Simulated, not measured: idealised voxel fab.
A process module follows: voxel capacitor over wiring.
The cross-section shown here is cut; it is 245 nm wide and divided into square cells measuring 5 nm on a side.
A cross-section in this document is a grid of square cells, and it is written down as bands, the top band listed before the ones below it; a band is made up of one or more rows of cells. Top, bottom (nm), then materials left to right with widths (nm); lone material tagged "throughout" fills the whole band edge to edge; "empty" = empty space. The level at which height equals 0 is the one under which the wafer, as it arrives, is entirely one material. No lower edge exists for the bottom band, which continues downward and is notated as in "from 0 down". The notation "30 to 40" denotes a width that varies across the rows of cells in the band, beginning at the first number in the top row, finishing at the second number in the bottom row, and changing by an identical amount from each row to the next. What does "nothing altered" mean for a step? It means no cell of the cross-section changed in that step. This entry, "Sealed void list", enumerates those empty regions of no fewer than 8 cells that possess no open connection to the top. Each region is reported in the form width x height at distance, the distance being taken from the left edge, with all three quantities expressed in nm. Where a step's line continues beyond its settings, the continuation is a remark by the simulator itself on that step. On any step carrying a mask, the "overlay nm" setting, if present on the step's line, tells how far right of its planned place the mask lay; negative values point to the left.
Set out below are the planned steps of the process:
step 1: RECEIVE, material Si
step 2: CONFORMAL_DEP, material SiO2, thk nm 15
step 3: DIRECTIONAL_DEP, material TiN, thk nm 5
step 4: DIRECTIONAL_DEP, material Ru, thk nm 20
step 5: PATTERN, tone cover, mask id METAL_1, material resist, width nm 25, pitch nm 75, thk nm 20, overlay nm 0
step 6: DIRECTIONAL_ETCH, etch materials Ru, depth nm 20
step 7: DIRECTIONAL_ETCH, etch materials TiN, depth nm 5
step 8: STRIP, etch materials resist
step 9: CONFORMAL_DEP, material SiN, thk nm 5
step 10: FILL_DEP, material lowk, thk nm 10
step 11: CMP, height nm 40
step 12: CONFORMAL_DEP, material SiCN, thk nm 5
step 13: DIRECTIONAL_DEP, material SiO2, thk nm 10
step 14: PATTERN, tone open, mask id PLUG_1, material resist, width nm 15, thk nm 20, overlay nm 0
step 15: DIRECTIONAL_ETCH, etch materials SiO2, depth nm 10
step 16: DIRECTIONAL_ETCH, etch materials SiCN, depth nm 5
step 17: STRIP, etch materials resist
step 18: CONFORMAL_DEP, material TiN, thk nm 5
step 19: FILL_DEP, material Ru, thk nm 5
step 20: CMP, height nm 55
step 21: DIRECTIONAL_DEP, material TiN, thk nm 5
step 22: DIRECTIONAL_DEP, material HfO2, thk nm 5
step 23: DIRECTIONAL_DEP, material TiN, thk nm 10
step 24: DIRECTIONAL_DEP, material aC, thk nm 10
step 25: PATTERN, tone cover, mask id UPPER_PLATE, material resist, width nm 55, thk nm 30, overlay nm 0
step 26: DIRECTIONAL_ETCH, etch materials aC, depth nm 10
step 27: STRIP, etch materials resist
step 28: DIRECTIONAL_ETCH, etch materials TiN, depth nm 10
step 29: DIRECTIONAL_ETCH, etch materials HfO2, depth nm 5
step 30: STRIP, etch materials aC
step 31: DIRECTIONAL_DEP, material aC, thk nm 15
step 32: PATTERN, tone cover, mask id LOWER_PLATE, material resist, width nm 65, thk nm 30, overlay nm 0
step 33: DIRECTIONAL_ETCH, etch materials aC, depth nm 15
step 34: STRIP, etch materials resist
step 35: DIRECTIONAL_ETCH, etch materials TiN, depth nm 5
step 36: STRIP, etch materials aC
step 37: FILL_DEP, material SiO2, thk nm 20
step 38: CMP, height nm 90
step 39: DIRECTIONAL_DEP, material aC, thk nm 10
step 40: PATTERN, tone open, mask id PLUG_2, material resist, width nm 15, thk nm 30, overlay nm 0
step 41: DIRECTIONAL_ETCH, etch materials aC, depth nm 10
step 42: STRIP, etch materials resist
step 43: DIRECTIONAL_ETCH, etch materials SiO2, depth nm 15
step 44: STRIP, etch materials aC
step 45: CONFORMAL_DEP, material TiN, thk nm 5
step 46: FILL_DEP, material Cu, thk nm 10
step 47: CMP, height nm 90
step 48: CONFORMAL_DEP, material SiCN, thk nm 5
What follows covers the first of two wafers; it ran as planned:
Shown in cross-section is the wafer as received, that is, as it stands after step 1:
    from 0 down | Si throughout
    Sealed void list: none
How the wafer stands in section after step 2:
    from 15 to 0 | SiO2 throughout
    Heights below 0 show no change.
How the wafer stands in section after step 3:
    from 20 to 15 | TiN throughout
    Heights below 15 show no change.
How the wafer stands in section after step 4:
    from 40 to 20 | Ru throughout
    Heights below 20 show no change.
How the wafer stands in section after step 5:
    from 60 to 40 | 70 nm empty; 25 nm resist; 50 nm empty; 25 nm resist; 75 nm empty
    Heights below 40 show no change.
How the wafer stands in section after step 6:
    from 60 to 40 | 70 nm empty; 25 nm resist; 50 nm empty; 25 nm resist; 75 nm empty
    from 40 to 20 | 70 nm empty; 25 nm Ru; 50 nm empty; 25 nm Ru; 75 nm empty
    Heights below 20 show no change.
How the wafer stands in section after step 7:
    from 60 to 40 | 70 nm empty; 25 nm resist; 50 nm empty; 25 nm resist; 75 nm empty
    from 40 to 20 | 70 nm empty; 25 nm Ru; 50 nm empty; 25 nm Ru; 75 nm empty
    from 20 to 15 | 70 nm empty; 25 nm TiN; 50 nm empty; 25 nm TiN; 75 nm empty
    Heights below 15 show no change.
How the wafer stands in section after step 8:
    from 40 to 20 | 70 nm empty; 25 nm Ru; 50 nm empty; 25 nm Ru; 75 nm empty
    Heights below 20 show no change.
How the wafer stands in section after step 9:
    from 45 to 40 | 65 nm empty; 35 nm SiN; 40 nm empty; 35 nm SiN; 70 nm empty
    from 40 to 20 | 65 nm empty; 5 nm SiN; 25 nm Ru; 5 nm SiN; 40 nm empty; 5 nm SiN; 25 nm Ru; 5 nm SiN; 70 nm empty
    from 20 to 15 | 70 nm SiN; 25 nm TiN; 50 nm SiN; 25 nm TiN; 75 nm SiN
    Heights below 15 show no change.
How the wafer stands in section after step 10:
    from 55 to 45 | lowk throughout
    from 45 to 40 | 65 nm lowk; 35 nm SiN; 40 nm lowk; 35 nm SiN; 70 nm lowk
    from 40 to 20 | 65 nm lowk; 5 nm SiN; 25 nm Ru; 5 nm SiN; 40 nm lowk; 5 nm SiN; 25 nm Ru; 5 nm SiN; 70 nm lowk
    Heights below 20 show no change.
How the wafer stands in section after step 11:
    from 40 to 20 | 65 nm lowk; 5 nm SiN; 25 nm Ru; 5 nm SiN; 40 nm lowk; 5 nm SiN; 25 nm Ru; 5 nm SiN; 70 nm lowk
    Heights below 20 show no change.
How the wafer stands in section after step 12:
    from 45 to 40 | SiCN throughout
    Heights below 40 show no change.
How the wafer stands in section after step 13:
    from 55 to 45 | SiO2 throughout
    Heights below 45 show no change.
How the wafer stands in section after step 14:
    from 75 to 55 | 80 nm resist; 15 nm empty; 150 nm resist
    Heights below 55 show no change.
How the wafer stands in section after step 15:
    from 75 to 55 | 80 nm resist; 15 nm empty; 150 nm resist
    from 55 to 45 | 80 nm SiO2; 15 nm empty; 150 nm SiO2
    Heights below 45 show no change.
How the wafer stands in section after step 16:
    from 75 to 55 | 80 nm resist; 15 nm empty; 150 nm resist
    from 55 to 45 | 80 nm SiO2; 15 nm empty; 150 nm SiO2
    from 45 to 40 | 80 nm SiCN; 15 nm empty; 150 nm SiCN
    Heights below 40 show no change.
How the wafer stands in section after step 17:
    from 55 to 45 | 80 nm SiO2; 15 nm empty; 150 nm SiO2
    Heights below 45 show no change.
How the wafer stands in section after step 18:
    from 60 to 55 | 85 nm TiN; 5 nm empty; 155 nm TiN
    from 55 to 45 | 80 nm SiO2; 5 nm TiN; 5 nm empty; 5 nm TiN; 150 nm SiO2
    from 45 to 40 | 80 nm SiCN; 15 nm TiN; 150 nm SiCN
    Heights below 40 show no change.
How the wafer stands in section after step 19:
    from 65 to 60 | Ru throughout
    from 60 to 55 | 85 nm TiN; 5 nm Ru; 155 nm TiN
    from 55 to 45 | 80 nm SiO2; 5 nm TiN; 5 nm Ru; 5 nm TiN; 150 nm SiO2
    Heights below 45 show no change.
How the wafer stands in section after step 20:
    from 55 to 45 | 80 nm SiO2; 5 nm TiN; 5 nm Ru; 5 nm TiN; 150 nm SiO2
    Heights below 45 show no change.
How the wafer stands in section after step 21:
    from 60 to 55 | TiN throughout
    Heights below 55 show no change.
How the wafer stands in section after step 22:
    from 65 to 60 | HfO2 throughout
    Heights below 60 show no change.
How the wafer stands in section after step 23:
    from 75 to 65 | TiN throughout
    Heights below 65 show no change.
How the wafer stands in section after step 24:
    from 85 to 75 | aC throughout
    Heights below 75 show no change.
How the wafer stands in section after step 25:
    from 115 to 85 | 80 nm empty; 55 nm resist; 110 nm empty
    Heights below 85 show no change.
How the wafer stands in section after step 26:
    from 105 to 85 | 80 nm empty; 55 nm resist; 110 nm empty
    from 85 to 75 | 80 nm empty; 55 nm aC; 110 nm empty
    Heights below 75 show no change.
How the wafer stands in section after step 27:
    from 85 to 75 | 80 nm empty; 55 nm aC; 110 nm empty
    Heights below 75 show no change.
How the wafer stands in section after step 28:
    from 85 to 75 | 80 nm empty; 55 nm aC; 110 nm empty
    from 75 to 65 | 80 nm empty; 55 nm TiN; 110 nm empty
    Heights below 65 show no change.
How the wafer stands in section after step 29:
    from 85 to 75 | 80 nm empty; 55 nm aC; 110 nm empty
    from 75 to 65 | 80 nm empty; 55 nm TiN; 110 nm empty
    from 65 to 60 | 80 nm empty; 55 nm HfO2; 110 nm empty
    Heights below 60 show no change.
How the wafer stands in section after step 30:
    from 75 to 65 | 80 nm empty; 55 nm TiN; 110 nm empty
    Heights below 65 show no change.
How the wafer stands in section after step 31:
    from 90 to 75 | 80 nm empty; 55 nm aC; 110 nm empty
    from 75 to 65 | 80 nm aC; 55 nm TiN; 110 nm aC
    from 65 to 60 | 80 nm aC; 55 nm HfO2; 110 nm aC
    Heights below 60 show no change.
How the wafer stands in section after step 32:
    from 120 to 90 | 75 nm empty; 65 nm resist; 105 nm empty
    from 90 to 75 | 75 nm empty; 5 nm resist; 55 nm aC; 5 nm resist; 105 nm empty
    Heights below 75 show no change.
How the wafer stands in section after step 33:
    from 105 to 90 | 75 nm empty; 65 nm resist; 105 nm empty
    from 90 to 75 | 75 nm empty; 5 nm resist; 55 nm aC; 5 nm resist; 105 nm empty
    from 75 to 65 | 75 nm empty; 5 nm aC; 55 nm TiN; 5 nm aC; 105 nm empty
    from 65 to 60 | 75 nm empty; 5 nm aC; 55 nm HfO2; 5 nm aC; 105 nm empty
    Heights below 60 show no change.
How the wafer stands in section after step 34:
    from 90 to 75 | 80 nm empty; 55 nm aC; 110 nm empty
    Heights below 75 show no change.
How the wafer stands in section after step 35:
    from 90 to 75 | 80 nm empty; 55 nm aC; 110 nm empty
    from 75 to 65 | 75 nm empty; 5 nm aC; 55 nm TiN; 5 nm aC; 105 nm empty
    from 65 to 60 | 75 nm empty; 5 nm aC; 55 nm HfO2; 5 nm aC; 105 nm empty
    from 60 to 55 | 75 nm empty; 65 nm TiN; 105 nm empty
    Heights below 55 show no change.
How the wafer stands in section after step 36:
    from 75 to 65 | 80 nm empty; 55 nm TiN; 110 nm empty
    from 65 to 60 | 80 nm empty; 55 nm HfO2; 110 nm empty
    Heights below 60 show no change.
How the wafer stands in section after step 37:
    from 95 to 75 | SiO2 throughout
    from 75 to 65 | 80 nm SiO2; 55 nm TiN; 110 nm SiO2
    from 65 to 60 | 80 nm SiO2; 55 nm HfO2; 110 nm SiO2
    from 60 to 55 | 75 nm SiO2; 65 nm TiN; 105 nm SiO2
    Heights below 55 show no change.
How the wafer stands in section after step 38:
    from 90 to 75 | SiO2 throughout
    Heights below 75 show no change.
How the wafer stands in section after step 39:
    from 100 to 90 | aC throughout
    Heights below 90 show no change.
How the wafer stands in section after step 40:
    from 130 to 100 | 90 nm resist; 15 nm empty; 140 nm resist
    Heights below 100 show no change.
How the wafer stands in section after step 41:
    from 120 to 100 | 90 nm resist; 15 nm empty; 140 nm resist
    from 100 to 90 | 90 nm aC; 15 nm empty; 140 nm aC
    Heights below 90 show no change.
How the wafer stands in section after step 42:
    from 100 to 90 | 90 nm aC; 15 nm empty; 140 nm aC
    Heights below 90 show no change.
How the wafer stands in section after step 43:
    from 100 to 90 | 90 nm aC; 15 nm empty; 140 nm aC
    from 90 to 75 | 90 nm SiO2; 15 nm empty; 140 nm SiO2
    Heights below 75 show no change.
How the wafer stands in section after step 44:
    from 90 to 75 | 90 nm SiO2; 15 nm empty; 140 nm SiO2
    Heights below 75 show no change.
How the wafer stands in section after step 45:
    from 95 to 90 | 95 nm TiN; 5 nm empty; 145 nm TiN
    from 90 to 80 | 90 nm SiO2; 5 nm TiN; 5 nm empty; 5 nm TiN; 140 nm SiO2
    from 80 to 75 | 90 nm SiO2; 15 nm TiN; 140 nm SiO2
    Heights below 75 show no change.
How the wafer stands in section after step 46:
    from 105 to 95 | Cu throughout
    from 95 to 90 | 95 nm TiN; 5 nm Cu; 145 nm TiN
    from 90 to 80 | 90 nm SiO2; 5 nm TiN; 5 nm Cu; 5 nm TiN; 140 nm SiO2
    Heights below 80 show no change.
How the wafer stands in section after step 47:
    from 90 to 80 | 90 nm SiO2; 5 nm TiN; 5 nm Cu; 5 nm TiN; 140 nm SiO2
    Heights below 80 show no change.
How the wafer stands in section after step 48:
    from 95 to 90 | SiCN throughout
    Heights below 90 show no change.
The second wafer began exactly as the first did and followed the same plan, but one mistake was made while running it; through step 20 inclusive, the two wafers are identical:
Cross-section, second wafer, at the end time the plan gives for step 21:
    from 60 to 55 | HfO2 throughout
    Heights below 55 show no change.
Cross-section, second wafer, at the end time the plan gives for step 22:
    from 65 to 55 | HfO2 throughout
    Heights below 55 show no change.
Cross-section, second wafer, at the end time the plan gives for step 23:
    from 75 to 65 | TiN throughout
    Heights below 65 show no change.
Cross-section, second wafer, at the end time the plan gives for step 24:
    from 85 to 75 | aC throughout
    Heights below 75 show no change.
Cross-section, second wafer, at the end time the plan gives for step 25:
    from 115 to 85 | 80 nm empty; 55 nm resist; 110 nm empty
    Heights below 85 show no change.
Cross-section, second wafer, at the end time the plan gives for step 26:
    from 105 to 85 | 80 nm empty; 55 nm resist; 110 nm empty
    from 85 to 75 | 80 nm empty; 55 nm aC; 110 nm empty
    Heights below 75 show no change.
Cross-section, second wafer, at the end time the plan gives for step 27:
    from 85 to 75 | 80 nm empty; 55 nm aC; 110 nm empty
    Heights below 75 show no change.
Cross-section, second wafer, at the end time the plan gives for step 28:
    from 85 to 75 | 80 nm empty; 55 nm aC; 110 nm empty
    from 75 to 65 | 80 nm empty; 55 nm TiN; 110 nm empty
    Heights below 65 show no change.
Cross-section, second wafer, at the end time the plan gives for step 29:
    from 85 to 75 | 80 nm empty; 55 nm aC; 110 nm empty
    from 75 to 65 | 80 nm empty; 55 nm TiN; 110 nm empty
    from 65 to 60 | 80 nm empty; 55 nm HfO2; 110 nm empty
    Heights below 60 show no change.
Cross-section, second wafer, at the end time the plan gives for step 30:
    from 75 to 65 | 80 nm empty; 55 nm TiN; 110 nm empty
    Heights below 65 show no change.
Cross-section, second wafer, at the end time the plan gives for step 31:
    from 90 to 75 | 80 nm empty; 55 nm aC; 110 nm empty
    from 75 to 65 | 80 nm aC; 55 nm TiN; 110 nm aC
    from 65 to 60 | 80 nm aC; 55 nm HfO2; 110 nm aC
    Heights below 60 show no change.
Cross-section, second wafer, at the end time the plan gives for step 32:
    from 120 to 90 | 75 nm empty; 65 nm resist; 105 nm empty
    from 90 to 75 | 75 nm empty; 5 nm resist; 55 nm aC; 5 nm resist; 105 nm empty
    Heights below 75 show no change.
Cross-section, second wafer, at the end time the plan gives for step 33:
    from 105 to 90 | 75 nm empty; 65 nm resist; 105 nm empty
    from 90 to 75 | 75 nm empty; 5 nm resist; 55 nm aC; 5 nm resist; 105 nm empty
    from 75 to 65 | 75 nm empty; 5 nm aC; 55 nm TiN; 5 nm aC; 105 nm empty
    from 65 to 60 | 75 nm empty; 5 nm aC; 55 nm HfO2; 5 nm aC; 105 nm empty
    Heights below 60 show no change.
Cross-section, second wafer, at the end time the plan gives for step 34:
    from 90 to 75 | 80 nm empty; 55 nm aC; 110 nm empty
    Heights below 75 show no change.
Cross-section, second wafer, at the end time the plan gives for step 35: nothing altered
Cross-section, second wafer, at the end time the plan gives for step 36:
    from 75 to 65 | 80 nm empty; 55 nm TiN; 110 nm empty
    from 65 to 60 | 80 nm empty; 55 nm HfO2; 110 nm empty
    Heights below 60 show no change.
Cross-section, second wafer, at the end time the plan gives for step 37:
    from 95 to 75 | SiO2 throughout
    from 75 to 65 | 80 nm SiO2; 55 nm TiN; 110 nm SiO2
    from 65 to 60 | 80 nm SiO2; 55 nm HfO2; 110 nm SiO2
    Heights below 60 show no change.
Cross-section, second wafer, at the end time the plan gives for step 38:
    from 90 to 75 | SiO2 throughout
    Heights below 75 show no change.
Cross-section, second wafer, at the end time the plan gives for step 39:
    from 100 to 90 | aC throughout
    Heights below 90 show no change.
Cross-section, second wafer, at the end time the plan gives for step 40:
    from 130 to 100 | 90 nm resist; 15 nm empty; 140 nm resist
    Heights below 100 show no change.
Cross-section, second wafer, at the end time the plan gives for step 41:
    from 120 to 100 | 90 nm resist; 15 nm empty; 140 nm resist
    from 100 to 90 | 90 nm aC; 15 nm empty; 140 nm aC
    Heights below 90 show no change.
Cross-section, second wafer, at the end time the plan gives for step 42:
    from 100 to 90 | 90 nm aC; 15 nm empty; 140 nm aC
    Heights below 90 show no change.
Cross-section, second wafer, at the end time the plan gives for step 43:
    from 100 to 90 | 90 nm aC; 15 nm empty; 140 nm aC
    from 90 to 75 | 90 nm SiO2; 15 nm empty; 140 nm SiO2
    Heights below 75 show no change.
Cross-section, second wafer, at the end time the plan gives for step 44:
    from 90 to 75 | 90 nm SiO2; 15 nm empty; 140 nm SiO2
    Heights below 75 show no change.
Cross-section, second wafer, at the end time the plan gives for step 45:
    from 95 to 90 | 95 nm TiN; 5 nm empty; 145 nm TiN
    from 90 to 80 | 90 nm SiO2; 5 nm TiN; 5 nm empty; 5 nm TiN; 140 nm SiO2
    from 80 to 75 | 90 nm SiO2; 15 nm TiN; 140 nm SiO2
    Heights below 75 show no change.
Cross-section, second wafer, at the end time the plan gives for step 46:
    from 105 to 95 | Cu throughout
    from 95 to 90 | 95 nm TiN; 5 nm Cu; 145 nm TiN
    from 90 to 80 | 90 nm SiO2; 5 nm TiN; 5 nm Cu; 5 nm TiN; 140 nm SiO2
    Heights below 80 show no change.
Cross-section, second wafer, at the end time the plan gives for step 47:
    from 90 to 80 | 90 nm SiO2; 5 nm TiN; 5 nm Cu; 5 nm TiN; 140 nm SiO2
    Heights below 80 show no change.
Cross-section, second wafer, at the end time the plan gives for step 48:
    from 95 to 90 | SiCN throughout
    Heights below 90 show no change.
What was done differently from what was planned? step 21 was processed under conditions differing from the plan, specifically as DIRECTIONAL_DEP, material HfO2, thk nm 5
In the final state, the cell counts of the second wafer exceed or fall short of those of the first for the following materials: HfO2: 49 more | SiO2: 36 fewer | TiN: 13 fewer
